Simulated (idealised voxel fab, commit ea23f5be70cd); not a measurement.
The process module presented herein is designated voxel ribs on slabs.
Cross-section cut: width 175 nm, square cells of 5 nm.
Just so we're on the same page, the cross-sections are grids of square cells, and they're listed out in bands top to bottom, each band one or more rows deep. This entry defines a band. It first specifies the height of the band's top and the height of its bottom in nm, and then specifies the band's materials from left to right, stating each material with its width in nm. The word "full width" identifies a single material that fills the band from edge to edge, while the word "air" identifies empty space. Heights are measured from 0, the level below which the as-received wafer is all one material; the lowest band has no bottom and continues downward, written as in "z 0 and below". Graded width ("30 to 40"): value in top row of band = first number; value in bottom row = second number; row-to-row change constant. Reading "nothing changed" for a step: not a cell of the cross-section changed in it. "Closed void listing" contains a list of empty spaces, each no smaller than 8 cells and without an open way to the top, written in the form width x height at distance with the distance from the left edge and all three in nm. Whatever follows a step's settings on its line is a remark the simulator itself makes about that step. A step's line can hold "overlay nm"; with a mask on that step, the setting says how far right of the planned place the mask lay, while a negative setting says it lay to the left. Before/after cross-section pairs, one process step each; after shown to lowest changed band; step and settings beneath. Pairs may be from different runs of this module on the same starting wafer; a pair continues from the one above only where its "Incoming structure" entry says so.
Incoming structure
    z 0 and below  Si full width
    Closed void listing: none
Post-Process View
    z 25 to 0  SiO2 full width
    Lower than 0, everything is as it was.
    Closed void listing: none
The transition between the preceding cross-sections is accomplished by DIRECTIONAL_DEP | material SiO2 | thk nm 25
Incoming structure: identical to the post-step cross-section of the immediately preceding pair.
Post-Process View
    z 40 to 25  polySi full width
    Lower than 25, everything is as it was.
    Closed void listing: none
The transition between the preceding cross-sections is accomplished by DIRECTIONAL_DEP | material polySi | thk nm 15
Incoming structure: identical to the post-step cross-section of the immediately preceding pair.
Post-Process View
    z 50 to 40  aC full width
    Lower than 40, everything is as it was.
    Closed void listing: none
The transition between the preceding cross-sections is accomplished by DIRECTIONAL_DEP | material aC | thk nm 10
Incoming structure: identical to the post-step cross-section of the immediately preceding pair.
Post-Process View
    z 75 to 50  75 of air / 20 of resist / 80 of air
    Lower than 50, everything is as it was.
    Closed void listing: none
The transition between the preceding cross-sections is accomplished by PATTERN | tone cover | mask id RIB | material resist | width nm 20 | thk nm 25 | overlay nm 0
Incoming structure: identical to the post-step cross-section of the immediately preceding pair.
Post-Process View
    z 65 to 50  75 of air / 20 of resist / 80 of air
    z 50 to 40  75 of air / 20 of aC / 80 of air
    Lower than 40, everything is as it was.
    Closed void listing: none
The transition between the preceding cross-sections is accomplished by DIRECTIONAL_ETCH | etch materials aC | depth nm 10
Incoming structure: identical to the post-step cross-section of the immediately preceding pair.
Post-Process View
    z 50 to 40  75 of air / 20 of aC / 80 of air
    Lower than 40, everything is as it was.
    Closed void listing: none
The transition between the preceding cross-sections is accomplished by STRIP | etch materials resist
Incoming structure: identical to the post-step cross-section of the immediately preceding pair.
Post-Process View
    z 50 to 40  75 of air / 20 of aC / 80 of air
    z 40 to 30  75 of air / 20 of polySi / 80 of air
    Lower than 30, everything is as it was.
    Closed void listing: none
The transition between the preceding cross-sections is accomplished by DIRECTIONAL_ETCH | etch materials polySi | depth nm 10
Incoming structure: identical to the post-step cross-section of the immediately preceding pair.
Post-Process View
    z 40 to 30  75 of air / 20 of polySi / 80 of air
    Lower than 30, everything is as it was.
    Closed void listing: none
The transition between the preceding cross-sections is accomplished by STRIP | etch materials aC
Incoming structure: identical to the post-step cross-section of the immediately preceding pair.
Post-Process View
    z 55 to 40  50 of air / 70 of resist / 55 of air
    z 40 to 30  50 of air / 25 of resist / 20 of polySi / 25 of resist / 55 of air
    Lower than 30, everything is as it was.
    Closed void listing: none
The transition between the preceding cross-sections is accomplished by PATTERN | tone cover | mask id SLAB | material resist | width nm 70 | thk nm 15 | overlay nm 0
Incoming structure: identical to the post-step cross-section of the immediately preceding pair.
Post-Process View
    z 55 to 40  50 of air / 70 of resist / 55 of air
    z 40 to 30  50 of air / 25 of resist / 20 of polySi / 25 of resist / 55 of air
    z 30 to 25  50 of air / 70 of polySi / 55 of air
    Lower than 25, everything is as it was.
    Closed void listing: none
The transition between the preceding cross-sections is accomplished by DIRECTIONAL_ETCH | etch materials polySi | depth nm 5
Incoming structure: identical to the post-step cross-section of the immediately preceding pair.
Post-Process View
    z 40 to 30  75 of air / 20 of polySi / 80 of air
    Lower than 30, everything is as it was.
    Closed void listing: none
The transition between the preceding cross-sections is accomplished by STRIP | etch materials resist
Incoming structure: identical to the post-step cross-section of the immediately preceding pair.
Post-Process View
    z 65 to 40  SiO2 full width
    z 40 to 30  75 of SiO2 / 20 of polySi / 80 of SiO2
    z 30 to 25  50 of SiO2 / 70 of polySi / 55 of SiO2
    Lower than 25, everything is as it was.
    Closed void listing: none
The transition between the preceding cross-sections is accomplished by FILL_DEP | material SiO2 | thk nm 25
Incoming structure: identical to the post-step cross-section of the immediately preceding pair.
Post-Process View
    z 60 to 40  SiO2 full width
    Lower than 40, everything is as it was.
    Closed void listing: none
The transition between the preceding cross-sections is accomplished by CMP | height nm 60
Incoming structure: identical to the post-step cross-section of the immediately preceding pair.
Post-Process View
    z 70 to 60  TiN full width
    Lower than 60, everything is as it was.
    Closed void listing: none
The transition between the preceding cross-sections is accomplished by DIRECTIONAL_DEP | material TiN | thk nm 10
Incoming structure: identical to the post-step cross-section of the immediately preceding pair.
Post-Process View
    z 85 to 70  aC full width
    Lower than 70, everything is as it was.
    Closed void listing: none
The transition between the preceding cross-sections is accomplished by DIRECTIONAL_DEP | material aC | thk nm 15
Incoming structure: identical to the post-step cross-section of the immediately preceding pair.
Post-Process View
    z 120 to 85  70 of air / 30 of resist / 75 of air
    Lower than 85, everything is as it was.
    Closed void listing: none
The transition between the preceding cross-sections is accomplished by PATTERN | tone cover | mask id HEATER | material resist | width nm 30 | thk nm 35 | overlay nm 0
Incoming structure: identical to the post-step cross-section of the immediately preceding pair.
Post-Process View
    z 105 to 85  70 of air / 30 of resist / 75 of air
    z 85 to 70  70 of air / 30 of aC / 75 of air
    Lower than 70, everything is as it was.
    Closed void listing: none
The transition between the preceding cross-sections is accomplished by DIRECTIONAL_ETCH | etch materials aC | depth nm 15
Incoming structure: identical to the post-step cross-section of the immediately preceding pair.
Post-Process View
    z 85 to 70  70 of air / 30 of aC / 75 of air
    Lower than 70, everything is as it was.
    Closed void listing: none
The transition between the preceding cross-sections is accomplished by STRIP | etch materials resist
Incoming structure: identical to the post-step cross-section of the immediately preceding pair.
Post-Process View
    z 85 to 70  70 of air / 30 of aC / 75 of air
    z 70 to 60  70 of air / 30 of TiN / 75 of air
    Lower than 60, everything is as it was.
    Closed void listing: none
The transition between the preceding cross-sections is accomplished by DIRECTIONAL_ETCH | etch materials TiN | depth nm 10
Incoming structure: identical to the post-step cross-section of the immediately preceding pair.
Post-Process View
    z 70 to 60  70 of air / 30 of TiN / 75 of air
    Lower than 60, everything is as it was.
    Closed void listing: none
The transition between the preceding cross-sections is accomplished by STRIP | etch materials aC
Incoming structure: identical to the post-step cross-section of the immediately preceding pair.
Post-Process View
    z 75 to 70  65 of air / 40 of SiO2 / 70 of air
    z 70 to 65  65 of air / 5 of SiO2 / 30 of TiN / 5 of SiO2 / 70 of air
    z 65 to 60  70 of SiO2 / 30 of TiN / 75 of SiO2
    Lower than 60, everything is as it was.
    Closed void listing: none
The transition between the preceding cross-sections is accomplished by CONFORMAL_DEP | material SiO2 | thk nm 5
Incoming structure
    z 25 to 0  SiO2 full width
    z 0 and below  Si full width
    Closed void listing: none
Post-Process View
    z 50 to 0  SiO2 full width
    Lower than 0, everything is as it was.
    Closed void listing: none
The transition between the preceding cross-sections is accomplished by DIRECTIONAL_DEP | material SiO2 | thk nm 25
Incoming structure: identical to the post-step cross-section of the immediately preceding pair.
Post-Process View
    z 65 to 50  polySi full width
    Lower than 50, everything is as it was.
    Closed void listing: none
The transition between the preceding cross-sections is accomplished by DIRECTIONAL_DEP | material polySi | thk nm 15
Incoming structure: identical to the post-step cross-section of the immediately preceding pair.
Post-Process View
    z 75 to 65  aC full width
    Lower than 65, everything is as it was.
    Closed void listing: none
The transition between the preceding cross-sections is accomplished by DIRECTIONAL_DEP | material aC | thk nm 10
Incoming structure: identical to the post-step cross-section of the immediately preceding pair.
Post-Process View
    z 100 to 75  75 of air / 20 of resist / 80 of air
    Lower than 75, everything is as it was.
    Closed void listing: none
The transition between the preceding cross-sections is accomplished by PATTERN | tone cover | mask id RIB | material resist | width nm 20 | thk nm 25 | overlay nm 0
Incoming structure: identical to the post-step cross-section of the immediately preceding pair.
Post-Process View
    z 90 to 75  75 of air / 20 of resist / 80 of air
    z 75 to 65  75 of air / 20 of aC / 80 of air
    Lower than 65, everything is as it was.
    Closed void listing: none
The transition between the preceding cross-sections is accomplished by DIRECTIONAL_ETCH | etch materials aC | depth nm 10
Incoming structure: identical to the post-step cross-section of the immediately preceding pair.
Post-Process View
    z 75 to 65  75 of air / 20 of aC / 80 of air
    Lower than 65, everything is as it was.
    Closed void listing: none
The transition between the preceding cross-sections is accomplished by STRIP | etch materials resist
Incoming structure: identical to the post-step cross-section of the immediately preceding pair.
Post-Process View
    z 75 to 65  75 of air / 20 of aC / 80 of air
    z 65 to 55  75 of air / 20 of polySi / 80 of air
    Lower than 55, everything is as it was.
    Closed void listing: none
The transition between the preceding cross-sections is accomplished by DIRECTIONAL_ETCH | etch materials polySi | depth nm 10
Incoming structure: identical to the post-step cross-section of the immediately preceding pair.
Post-Process View
    z 65 to 55  75 of air / 20 of polySi / 80 of air
    Lower than 55, everything is as it was.
    Closed void listing: none
The transition between the preceding cross-sections is accomplished by STRIP | etch materials aC
Incoming structure: identical to the post-step cross-section of the immediately preceding pair.
Post-Process View
    z 80 to 65  50 of air / 70 of resist / 55 of air
    z 65 to 55  50 of air / 25 of resist / 20 of polySi / 25 of resist / 55 of air
    Lower than 55, everything is as it was.
    Closed void listing: none
The transition between the preceding cross-sections is accomplished by PATTERN | tone cover | mask id SLAB | material resist | width nm 70 | thk nm 15 | overlay nm 0
Incoming structure: identical to the post-step cross-section of the immediately preceding pair.
Post-Process View
    z 80 to 65  50 of air / 70 of resist / 55 of air
    z 65 to 55  50 of air / 25 of resist / 20 of polySi / 25 of resist / 55 of air
    z 55 to 50  50 of air / 70 of polySi / 55 of air
    Lower than 50, everything is as it was.
    Closed void listing: none
The transition between the preceding cross-sections is accomplished by DIRECTIONAL_ETCH | etch materials polySi | depth nm 5
Incoming structure: identical to the post-step cross-section of the immediately preceding pair.
Post-Process View
    z 65 to 55  75 of air / 20 of polySi / 80 of air
    Lower than 55, everything is as it was.
    Closed void listing: none
The transition between the preceding cross-sections is accomplished by STRIP | etch materials resist
Incoming structure: identical to the post-step cross-section of the immediately preceding pair.
Post-Process View
    z 90 to 65  SiO2 full width
    z 65 to 55  75 of SiO2 / 20 of polySi / 80 of SiO2
    z 55 to 50  50 of SiO2 / 70 of polySi / 55 of SiO2
    Lower than 50, everything is as it was.
    Closed void listing: none
The transition between the preceding cross-sections is accomplished by FILL_DEP | material SiO2 | thk nm 25
Incoming structure: identical to the post-step cross-section of the immediately preceding pair.
Post-Process View
    z 60 to 50  75 to 50 of SiO2 / 20 to 70 of polySi / 80 to 55 of SiO2
    Lower than 50, everything is as it was.
    Closed void listing: none
The transition between the preceding cross-sections is accomplished by CMP | height nm 60
Incoming structure: identical to the post-step cross-section of the immediately preceding pair.
Post-Process View
    z 70 to 60  TiN full width
    Lower than 60, everything is as it was.
    Closed void listing: none
The transition between the preceding cross-sections is accomplished by DIRECTIONAL_DEP | material TiN | thk nm 10
Incoming structure: identical to the post-step cross-section of the immediately preceding pair.
Post-Process View
    z 85 to 70  aC full width
    Lower than 70, everything is as it was.
    Closed void listing: none
The transition between the preceding cross-sections is accomplished by DIRECTIONAL_DEP | material aC | thk nm 15
Incoming structure: identical to the post-step cross-section of the immediately preceding pair.
Post-Process View
    z 120 to 85  70 of air / 30 of resist / 75 of air
    Lower than 85, everything is as it was.
    Closed void listing: none
The transition between the preceding cross-sections is accomplished by PATTERN | tone cover | mask id HEATER | material resist | width nm 30 | thk nm 35 | overlay nm 0
Incoming structure: identical to the post-step cross-section of the immediately preceding pair.
Post-Process View
    z 105 to 85  70 of air / 30 of resist / 75 of air
    z 85 to 70  70 of air / 30 of aC / 75 of air
    Lower than 70, everything is as it was.
    Closed void listing: none
The transition between the preceding cross-sections is accomplished by DIRECTIONAL_ETCH | etch materials aC | depth nm 15
Incoming structure: identical to the post-step cross-section of the immediately preceding pair.
Post-Process View
    z 85 to 70  70 of air / 30 of aC / 75 of air
    Lower than 70, everything is as it was.
    Closed void listing: none
The transition between the preceding cross-sections is accomplished by STRIP | etch materials resist
Incoming structure: identical to the post-step cross-section of the immediately preceding pair.
Post-Process View
    z 85 to 70  70 of air / 30 of aC / 75 of air
    z 70 to 60  70 of air / 30 of TiN / 75 of air
    Lower than 60, everything is as it was.
    Closed void listing: none
The transition between the preceding cross-sections is accomplished by DIRECTIONAL_ETCH | etch materials TiN | depth nm 10
Incoming structure: identical to the post-step cross-section of the immediately preceding pair.
Post-Process View
    z 70 to 60  70 of air / 30 of TiN / 75 of air
    Lower than 60, everything is as it was.
    Closed void listing: none
The transition between the preceding cross-sections is accomplished by STRIP | etch materials aC
Incoming structure: identical to the post-step cross-section of the immediately preceding pair.
Post-Process View
    z 75 to 70  65 of air / 40 of SiO2 / 70 of air
    z 70 to 65  65 of air / 5 of SiO2 / 30 of TiN / 5 of SiO2 / 70 of air
    z 65 to 60  70 of SiO2 / 30 of TiN / 75 of SiO2
    Lower than 60, everything is as it was.
    Closed void listing: none
The transition between the preceding cross-sections is accomplished by CONFORMAL_DEP | material SiO2 | thk nm 5
Incoming structure
    z 0 and below  Si full width
    Closed void listing: none
Post-Process View
    z 15 to 0  polySi full width
    Lower than 0, everything is as it was.
    Closed void listing: none
The transition between the preceding cross-sections is accomplished by DIRECTIONAL_DEP | material polySi | thk nm 15
Incoming structure: identical to the post-step cross-section of the immediately preceding pair.
Post-Process View
    z 40 to 15  SiO2 full width
    Lower than 15, everything is as it was.
    Closed void listing: none
The transition between the preceding cross-sections is accomplished by DIRECTIONAL_DEP | material SiO2 | thk nm 25
Incoming structure: identical to the post-step cross-section of the immediately preceding pair.
Post-Process View
    z 50 to 40  aC full width
    Lower than 40, everything is as it was.
    Closed void listing: none
The transition between the preceding cross-sections is accomplished by DIRECTIONAL_DEP | material aC | thk nm 10
Incoming structure: identical to the post-step cross-section of the immediately preceding pair.
Post-Process View
    z 75 to 50  75 of air / 20 of resist / 80 of air
    Lower than 50, everything is as it was.
    Closed void listing: none
The transition between the preceding cross-sections is accomplished by PATTERN | tone cover | mask id RIB | material resist | width nm 20 | thk nm 25 | overlay nm 0
Incoming structure: identical to the post-step cross-section of the immediately preceding pair.
Post-Process View
    z 65 to 50  75 of air / 20 of resist / 80 of air
    z 50 to 40  75 of air / 20 of aC / 80 of air
    Lower than 40, everything is as it was.
    Closed void listing: none
The transition between the preceding cross-sections is accomplished by DIRECTIONAL_ETCH | etch materials aC | depth nm 10
Incoming structure: identical to the post-step cross-section of the immediately preceding pair.
Post-Process View
    z 50 to 40  75 of air / 20 of aC / 80 of air
    Lower than 40, everything is as it was.
    Closed void listing: none
The transition between the preceding cross-sections is accomplished by STRIP | etch materials resist
Incoming structure: identical to the post-step cross-section of the immediately preceding pair.
Post-Process View
    z 40 to 15  SiO2 full width
    Lower than 15, everything is as it was.
    Closed void listing: none
The transition between the preceding cross-sections is accomplished by STRIP | etch materials aC
Incoming structure: identical to the post-step cross-section of the immediately preceding pair.
Post-Process View
    z 55 to 40  50 of air / 70 of resist / 55 of air
    Lower than 40, everything is as it was.
    Closed void listing: none
The transition between the preceding cross-sections is accomplished by PATTERN | tone cover | mask id SLAB | material resist | width nm 70 | thk nm 15 | overlay nm 0
Incoming structure: identical to the post-step cross-section of the immediately preceding pair.
Post-Process View
    z 40 to 15  SiO2 full width
    Lower than 15, everything is as it was.
    Closed void listing: none
The transition between the preceding cross-sections is accomplished by STRIP | etch materials resist
Incoming structure: identical to the post-step cross-section of the immediately preceding pair.
Post-Process View
    z 65 to 15  SiO2 full width
    Lower than 15, everything is as it was.
    Closed void listing: none
The transition between the preceding cross-sections is accomplished by FILL_DEP | material SiO2 | thk nm 25
Incoming structure: identical to the post-step cross-section of the immediately preceding pair.
Post-Process View
    z 60 to 15  SiO2 full width
    Lower than 15, everything is as it was.
    Closed void listing: none
The transition between the preceding cross-sections is accomplished by CMP | height nm 60
Incoming structure: identical to the post-step cross-section of the immediately preceding pair.
Post-Process View
    z 70 to 60  TiN full width
    Lower than 60, everything is as it was.
    Closed void listing: none
The transition between the preceding cross-sections is accomplished by DIRECTIONAL_DEP | material TiN | thk nm 10
Incoming structure: identical to the post-step cross-section of the immediately preceding pair.
Post-Process View
    z 85 to 70  aC full width
    Lower than 70, everything is as it was.
    Closed void listing: none
The transition between the preceding cross-sections is accomplished by DIRECTIONAL_DEP | material aC | thk nm 15
Incoming structure: identical to the post-step cross-section of the immediately preceding pair.
Post-Process View
    z 120 to 85  70 of air / 30 of resist / 75 of air
    Lower than 85, everything is as it was.
    Closed void listing: none
The transition between the preceding cross-sections is accomplished by PATTERN | tone cover | mask id HEATER | material resist | width nm 30 | thk nm 35 | overlay nm 0
Incoming structure: identical to the post-step cross-section of the immediately preceding pair.
Post-Process View
    z 105 to 85  70 of air / 30 of resist / 75 of air
    z 85 to 70  70 of air / 30 of aC / 75 of air
    Lower than 70, everything is as it was.
    Closed void listing: none
The transition between the preceding cross-sections is accomplished by DIRECTIONAL_ETCH | etch materials aC | depth nm 15
Incoming structure: identical to the post-step cross-section of the immediately preceding pair.
Post-Process View
    z 85 to 70  70 of air / 30 of aC / 75 of air
    Lower than 70, everything is as it was.
    Closed void listing: none
The transition between the preceding cross-sections is accomplished by STRIP | etch materials resist
Incoming structure: identical to the post-step cross-section of the immediately preceding pair.
Post-Process View
    z 85 to 70  70 of air / 30 of aC / 75 of air
    z 70 to 60  70 of air / 30 of TiN / 75 of air
    Lower than 60, everything is as it was.
    Closed void listing: none
The transition between the preceding cross-sections is accomplished by DIRECTIONAL_ETCH | etch materials TiN | depth nm 10
Incoming structure: identical to the post-step cross-section of the immediately preceding pair.
Post-Process View
    z 70 to 60  70 of air / 30 of TiN / 75 of air
    Lower than 60, everything is as it was.
    Closed void listing: none
The transition between the preceding cross-sections is accomplished by STRIP | etch materials aC
Incoming structure: identical to the post-step cross-section of the immediately preceding pair.
Post-Process View
    z 75 to 70  65 of air / 40 of SiO2 / 70 of air
    z 70 to 65  65 of air / 5 of SiO2 / 30 of TiN / 5 of SiO2 / 70 of air
    z 65 to 60  70 of SiO2 / 30 of TiN / 75 of SiO2
    Lower than 60, everything is as it was.
    Closed void listing: none
The transition between the preceding cross-sections is accomplished by CONFORMAL_DEP | material SiO2 | thk nm 5
Incoming structure
    z 50 to 40  75 of air / 20 of aC / 80 of air
    z 40 to 25  polySi full width
    z 25 to 0  SiO2 full width
    z 0 and below  Si full width
    Closed void listing: none
Post-Process View
    z 50 to 40  75 of air / 20 of aC / 80 of air
    z 40 to 35  75 of air / 20 of polySi / 80 of air
    Lower than 35, everything is as it was.
    Closed void listing: none
The transition between the preceding cross-sections is accomplished by DIRECTIONAL_ETCH | etch materials polySi | depth nm 5
Incoming structure: identical to the post-step cross-section of the immediately preceding pair.
Post-Process View
    z 40 to 35  75 of air / 20 of polySi / 80 of air
    Lower than 35, everything is as it was.
    Closed void listing: none
The transition between the preceding cross-sections is accomplished by STRIP | etch materials aC
Incoming structure: identical to the post-step cross-section of the immediately preceding pair.
Post-Process View
    z 55 to 40  50 of air / 70 of resist / 55 of air
    z 40 to 35  50 of air / 25 of resist / 20 of polySi / 25 of resist / 55 of air
    Lower than 35, everything is as it was.
    Closed void listing: none
The transition between the preceding cross-sections is accomplished by PATTERN | tone cover | mask id SLAB | material resist | width nm 70 | thk nm 15 | overlay nm 0
Incoming structure: identical to the post-step cross-section of the immediately preceding pair.
Post-Process View
    z 55 to 40  50 of air / 70 of resist / 55 of air
    z 40 to 35  50 of air / 25 of resist / 20 of polySi / 25 of resist / 55 of air
    z 35 to 30  50 of air / 70 of polySi / 55 of air
    Lower than 30, everything is as it was.
    Closed void listing: none
The transition between the preceding cross-sections is accomplished by DIRECTIONAL_ETCH | etch materials polySi | depth nm 5
Incoming structure: identical to the post-step cross-section of the immediately preceding pair.
Post-Process View
    z 40 to 30  75 to 50 of air / 20 to 70 of polySi / 80 to 55 of air
    Lower than 30, everything is as it was.
    Closed void listing: none
The transition between the preceding cross-sections is accomplished by STRIP | etch materials resist
Incoming structure: identical to the post-step cross-section of the immediately preceding pair.
Post-Process View
    z 65 to 40  SiO2 full width
    z 40 to 30  75 to 50 of SiO2 / 20 to 70 of polySi / 80 to 55 of SiO2
    Lower than 30, everything is as it was.
    Closed void listing: none
The transition between the preceding cross-sections is accomplished by FILL_DEP | material SiO2 | thk nm 25
Incoming structure: identical to the post-step cross-section of the immediately preceding pair.
Post-Process View
    z 60 to 40  SiO2 full width
    Lower than 40, everything is as it was.
    Closed void listing: none
The transition between the preceding cross-sections is accomplished by CMP | height nm 60
Incoming structure: identical to the post-step cross-section of the immediately preceding pair.
Post-Process View
    z 70 to 60  TiN full width
    Lower than 60, everything is as it was.
    Closed void listing: none
The transition between the preceding cross-sections is accomplished by DIRECTIONAL_DEP | material TiN | thk nm 10
Incoming structure: identical to the post-step cross-section of the immediately preceding pair.
Post-Process View
    z 85 to 70  aC full width
    Lower than 70, everything is as it was.
    Closed void listing: none
The transition between the preceding cross-sections is accomplished by DIRECTIONAL_DEP | material aC | thk nm 15
Incoming structure: identical to the post-step cross-section of the immediately preceding pair.
Post-Process View
    z 120 to 85  70 of air / 30 of resist / 75 of air
    Lower than 85, everything is as it was.
    Closed void listing: none
The transition between the preceding cross-sections is accomplished by PATTERN | tone cover | mask id HEATER | material resist | width nm 30 | thk nm 35 | overlay nm 0
Incoming structure: identical to the post-step cross-section of the immediately preceding pair.
Post-Process View
    z 105 to 85  70 of air / 30 of resist / 75 of air
    z 85 to 70  70 of air / 30 of aC / 75 of air
    Lower than 70, everything is as it was.
    Closed void listing: none
The transition between the preceding cross-sections is accomplished by DIRECTIONAL_ETCH | etch materials aC | depth nm 15
Incoming structure: identical to the post-step cross-section of the immediately preceding pair.
Post-Process View
    z 85 to 70  70 of air / 30 of aC / 75 of air
    Lower than 70, everything is as it was.
    Closed void listing: none
The transition between the preceding cross-sections is accomplished by STRIP | etch materials resist
Incoming structure: identical to the post-step cross-section of the immediately preceding pair.
Post-Process View
    z 85 to 70  70 of air / 30 of aC / 75 of air
    z 70 to 60  70 of air / 30 of TiN / 75 of air
    Lower than 60, everything is as it was.
    Closed void listing: none
The transition between the preceding cross-sections is accomplished by DIRECTIONAL_ETCH | etch materials TiN | depth nm 10
Incoming structure: identical to the post-step cross-section of the immediately preceding pair.
Post-Process View
    z 70 to 60  70 of air / 30 of TiN / 75 of air
    Lower than 60, everything is as it was.
    Closed void listing: none
The transition between the preceding cross-sections is accomplished by STRIP | etch materials aC
Incoming structure: identical to the post-step cross-section of the immediately preceding pair.
Post-Process View
    z 75 to 70  65 of air / 40 of SiO2 / 70 of air
    z 70 to 65  65 of air / 5 of SiO2 / 30 of TiN / 5 of SiO2 / 70 of air
    z 65 to 60  70 of SiO2 / 30 of TiN / 75 of SiO2
    Lower than 60, everything is as it was.
    Closed void listing: none
The transition between the preceding cross-sections is accomplished by CONFORMAL_DEP | material SiO2 | thk nm 5
Incoming structure
    z 85 to 70  aC full width
    z 70 to 60  TiN full width
    z 60 to 40  SiO2 full width
    z 40 to 30  75 of SiO2 / 20 of polySi / 80 of SiO2
    z 30 to 25  50 of SiO2 / 70 of polySi / 55 of SiO2
    z 25 to 0  SiO2 full width
    z 0 and below  Si full width
    Closed void listing: none
Post-Process View
    z 120 to 85  70 of air / 35 of resist / 70 of air
    Lower than 85, everything is as it was.
    Closed void listing: none
The transition between the preceding cross-sections is accomplished by PATTERN | tone cover | mask id HEATER | material resist | width nm 35 | thk nm 35 | overlay nm 0
Incoming structure: identical to the post-step cross-section of the immediately preceding pair.
Post-Process View
    z 105 to 85  70 of air / 35 of resist / 70 of air
    z 85 to 70  70 of air / 35 of aC / 70 of air
    Lower than 70, everything is as it was.
    Closed void listing: none
The transition between the preceding cross-sections is accomplished by DIRECTIONAL_ETCH | etch materials aC | depth nm 15
Incoming structure: identical to the post-step cross-section of the immediately preceding pair.
Post-Process View
    z 85 to 70  70 of air / 35 of aC / 70 of air
    Lower than 70, everything is as it was.
    Closed void listing: none
The transition between the preceding cross-sections is accomplished by STRIP | etch materials resist
Incoming structure: identical to the post-step cross-section of the immediately preceding pair.
Post-Process View
    z 85 to 70  70 of air / 35 of aC / 70 of air
    z 70 to 60  70 of air / 35 of TiN / 70 of air
    Lower than 60, everything is as it was.
    Closed void listing: none
The transition between the preceding cross-sections is accomplished by DIRECTIONAL_ETCH | etch materials TiN | depth nm 10
Incoming structure: identical to the post-step cross-section of the immediately preceding pair.
Post-Process View
    z 70 to 60  70 of air / 35 of TiN / 70 of air
    Lower than 60, everything is as it was.
    Closed void listing: none
The transition between the preceding cross-sections is accomplished by STRIP | etch materials aC
Incoming structure: identical to the post-step cross-section of the immediately preceding pair.
Post-Process View
    z 75 to 70  65 of air / 45 of SiO2 / 65 of air
    z 70 to 65  65 of air / 5 of SiO2 / 35 of TiN / 5 of SiO2 / 65 of air
    z 65 to 60  70 of SiO2 / 35 of TiN / 70 of SiO2
    Lower than 60, everything is as it was.
    Closed void listing: none
The transition between the preceding cross-sections is accomplished by CONFORMAL_DEP | material SiO2 | thk nm 5
Incoming structure
    z 85 to 70  aC full width
    z 70 to 60  TiN full width
    z 60 to 40  SiO2 full width
    z 40 to 30  75 of SiO2 / 20 of polySi / 80 of SiO2
    z 30 to 25  50 of SiO2 / 70 of polySi / 55 of SiO2
    z 25 to 0  SiO2 full width
    z 0 and below  Si full width
    Closed void listing: none
Post-Process View
    z 120 to 85  75 of air / 30 of resist / 70 of air
    Lower than 85, everything is as it was.
    Closed void listing: none
The transition between the preceding cross-sections is accomplished by PATTERN | tone cover | mask id HEATER | material resist | width nm 30 | thk nm 35 | overlay nm 5
Incoming structure: identical to the post-step cross-section of the immediately preceding pair.
Post-Process View
    z 105 to 85  75 of air / 30 of resist / 70 of air
    z 85 to 70  75 of air / 30 of aC / 70 of air
    Lower than 70, everything is as it was.
    Closed void listing: none
The transition between the preceding cross-sections is accomplished by DIRECTIONAL_ETCH | etch materials aC | depth nm 15
Incoming structure: identical to the post-step cross-section of the immediately preceding pair.
Post-Process View
    z 85 to 70  75 of air / 30 of aC / 70 of air
    Lower than 70, everything is as it was.
    Closed void listing: none
The transition between the preceding cross-sections is accomplished by STRIP | etch materials resist
Incoming structure: identical to the post-step cross-section of the immediately preceding pair.
Post-Process View
    z 85 to 70  75 of air / 30 of aC / 70 of air
    z 70 to 60  75 of air / 30 of TiN / 70 of air
    Lower than 60, everything is as it was.
    Closed void listing: none
The transition between the preceding cross-sections is accomplished by DIRECTIONAL_ETCH | etch materials TiN | depth nm 10
Incoming structure: identical to the post-step cross-section of the immediately preceding pair.
Post-Process View
    z 70 to 60  75 of air / 30 of TiN / 70 of air
    Lower than 60, everything is as it was.
    Closed void listing: none
The transition between the preceding cross-sections is accomplished by STRIP | etch materials aC
Incoming structure: identical to the post-step cross-section of the immediately preceding pair.
Post-Process View
    z 75 to 70  70 of air / 40 of SiO2 / 65 of air
    z 70 to 65  70 of air / 5 of SiO2 / 30 of TiN / 5 of SiO2 / 65 of air
    z 65 to 60  75 of SiO2 / 30 of TiN / 70 of SiO2
    Lower than 60, everything is as it was.
    Closed void listing: none
The transition between the preceding cross-sections is accomplished by CONFORMAL_DEP | material SiO2 | thk nm 5
Incoming structure
    z 40 to 25  polySi full width
    z 25 to 0  SiO2 full width
    z 0 and below  Si full width
    Closed void listing: none
Post-Process View
    z 50 to 40  SiO2 full width
    Lower than 40, everything is as it was.
    Closed void listing: none
The transition between the preceding cross-sections is accomplished by DIRECTIONAL_DEP | material SiO2 | thk nm 10
Incoming structure: identical to the post-step cross-section of the immediately preceding pair.
Post-Process View
    z 75 to 50  75 of air / 20 of resist / 80 of air
    Lower than 50, everything is as it was.
    Closed void listing: none
The transition between the preceding cross-sections is accomplished by PATTERN | tone cover | mask id RIB | material resist | width nm 20 | thk nm 25 | overlay nm 0
Incoming structure: identical to the post-step cross-section of the immediately preceding pair.
Post-Process View
    z 65 to 50  75 of air / 20 of resist / 80 of air
    Lower than 50, everything is as it was.
    Closed void listing: none
The transition between the preceding cross-sections is accomplished by DIRECTIONAL_ETCH | etch materials aC | depth nm 10
Incoming structure: identical to the post-step cross-section of the immediately preceding pair.
Post-Process View
    z 50 to 40  SiO2 full width
    Lower than 40, everything is as it was.
    Closed void listing: none
The transition between the preceding cross-sections is accomplished by STRIP | etch materials resist
Incoming structure: identical to the post-step cross-section of the immediately preceding pair.
Post-Process View
    z 65 to 50  50 of air / 70 of resist / 55 of air
    Lower than 50, everything is as it was.
    Closed void listing: none
The transition between the preceding cross-sections is accomplished by PATTERN | tone cover | mask id SLAB | material resist | width nm 70 | thk nm 15 | overlay nm 0
Incoming structure: identical to the post-step cross-section of the immediately preceding pair.
Post-Process View
    z 50 to 40  SiO2 full width
    Lower than 40, everything is as it was.
    Closed void listing: none
The transition between the preceding cross-sections is accomplished by STRIP | etch materials resist
Incoming structure: identical to the post-step cross-section of the immediately preceding pair.
Post-Process View
    z 75 to 40  SiO2 full width
    Lower than 40, everything is as it was.
    Closed void listing: none
The transition between the preceding cross-sections is accomplished by FILL_DEP | material SiO2 | thk nm 25
Incoming structure: identical to the post-step cross-section of the immediately preceding pair.
Post-Process View
    z 60 to 40  SiO2 full width
    Lower than 40, everything is as it was.
    Closed void listing: none
The transition between the preceding cross-sections is accomplished by CMP | height nm 60
Incoming structure: identical to the post-step cross-section of the immediately preceding pair.
Post-Process View
    z 70 to 60  TiN full width
    Lower than 60, everything is as it was.
    Closed void listing: none
The transition between the preceding cross-sections is accomplished by DIRECTIONAL_DEP | material TiN | thk nm 10
Incoming structure: identical to the post-step cross-section of the immediately preceding pair.
Post-Process View
    z 85 to 70  aC full width
    Lower than 70, everything is as it was.
    Closed void listing: none
The transition between the preceding cross-sections is accomplished by DIRECTIONAL_DEP | material aC | thk nm 15
